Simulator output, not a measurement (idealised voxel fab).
The following process module bears the name voxel self aligned contacts.
The figure presents cross-section cut, which has a width of 205 nm and is divided into square cells with an edge length of 5 nm.
The cross-sections in this document take the form of a grid made of square cells. They are written out as bands, in order from top to bottom. Each band consists of one or more rows of cells.
Look at the band entry: it leads with the top's height and the bottom's height in nm. Then it lists the materials left to right, with a width in nm for each. The word "throughout" on a single material says that material fills the band edge to edge. The word "empty" is empty space.
Height is counted from the level 0, under which the received wafer is composed throughout of one material. The lowest of the bands is not closed at the bottom but continues downward, in the notation "0 and below".
Graded width ("30 to 40"): value in top row of band = first number; value in bottom row = second number; row-to-row change constant.
Basically "remained the same" means that step didn't change any cell in the cross-section.
"Trapped cavities" lists enclosed empty spaces (at least 8 cells, no open path upward to the top), each as width x height at distance from the left edge, in nm.
Text after the settings on a step's line: the simulator's own remark on that step.
Among the settings permitted on a step's line is "overlay nm"; applied to a step with a mask, it specifies the extent to which the mask lay to the right of its planned position, whereas a negative figure signifies a position to the left.
### Process steps foreseen in the plan
1 op RECEIVE | material Si
2 op OXIDIZE | depth nm 5
3 op DIRECTIONAL_DEP | material polySi | thk nm 20
4 op DIRECTIONAL_DEP | material SiN | thk nm 15
5 op DIRECTIONAL_DEP | material aC | thk nm 10
6 op PATTERN | tone cover | mask id GATE | material resist | width nm 30 | pitch nm 55 | thk nm 25 | overlay nm 0
7 op DIRECTIONAL_ETCH | etch materials aC | depth nm 10
8 op STRIP | etch materials resist
9 op DIRECTIONAL_ETCH | etch materials SiN | depth nm 15
10 op DIRECTIONAL_ETCH | etch materials polySi | depth nm 20
11 op STRIP | etch materials aC
12 op CONFORMAL_DEP | material SiN | thk nm 5
13 op DIRECTIONAL_ETCH | etch materials SiN | depth nm 5
14 op FILL_DEP | material SiO2 | thk nm 15
15 op CMP | height nm 40
16 op DIRECTIONAL_DEP | material aC | thk nm 10
17 op PATTERN | tone open | mask id CONTACT | material resist | width nm 35 | pitch nm 55 | thk nm 30 | overlay nm 0
18 op DIRECTIONAL_ETCH | etch materials aC | depth nm 10
19 op STRIP | etch materials resist
20 op DIRECTIONAL_ETCH | etch materials SiO2 | depth nm 45
21 op STRIP | etch materials aC
22 op CONFORMAL_DEP | material TiN | thk nm 5
23 op FILL_DEP | material Ru | thk nm 10
24 op CMP | height nm 40
25 op CONFORMAL_DEP | material SiN | thk nm 5
### Wafer at receipt (post step 1), cross-section
* 0 and below: Si throughout
* Trapped cavities: none
### First of two wafers: cross-section at end of module, run per plan
* 45 down to 40: SiN throughout
* 40 down to 35: SiO2 55 | TiN 15 | Ru 5 | TiN 15 | SiO2 20 | TiN 15 | Ru 5 | TiN 15 | SiO2 60
* 35 down to 20: SiO2 25 | SiN 40 | TiN 5 | Ru 5 | TiN 5 | SiN 40 | TiN 5 | Ru 5 | TiN 5 | SiN 40 | SiO2 30
* 20 down to 0: SiO2 25 | SiN 5 | polySi 30 | SiN 5 | TiN 5 | Ru 5 | TiN 5 | SiN 5 | polySi 30 | SiN 5 | TiN 5 | Ru 5 | TiN 5 | SiN 5 | polySi 30 | SiN 5 | SiO2 30
* 0 down to -5: SiO2 65 | TiN 15 | SiO2 40 | TiN 15 | SiO2 70
* -5 and below: Si throughout
* Trapped cavities: none
### Cross-sectional view: second of two wafers, end of module; start and plan identical to the first, one mistake in running
* 60 down to 55: SiN throughout
* 55 down to 45: Ru throughout
* 45 down to 40: TiN 60 | Ru 25 | TiN 30 | Ru 25 | TiN 65
* 40 down to 35: SiO2 55 | TiN 15 | Ru 5 | TiN 15 | SiO2 20 | TiN 15 | Ru 5 | TiN 15 | SiO2 60
* 35 down to 20: SiO2 25 | SiN 40 | TiN 5 | Ru 5 | TiN 5 | SiN 40 | TiN 5 | Ru 5 | TiN 5 | SiN 40 | SiO2 30
* 20 down to 0: SiO2 25 | SiN 5 | polySi 30 | SiN 5 | TiN 5 | Ru 5 | TiN 5 | SiN 5 | polySi 30 | SiN 5 | TiN 5 | Ru 5 | TiN 5 | SiN 5 | polySi 30 | SiN 5 | SiO2 30
* 0 down to -5: SiO2 65 | TiN 15 | SiO2 40 | TiN 15 | SiO2 70
* -5 and below: Si throughout
* Trapped cavities: none
Processing error: execution of step 24 of the plan did not take place, the step having been omitted
Cell-count delta at end, second wafer over first, by material: 92 more of Ru | 31 more of TiN
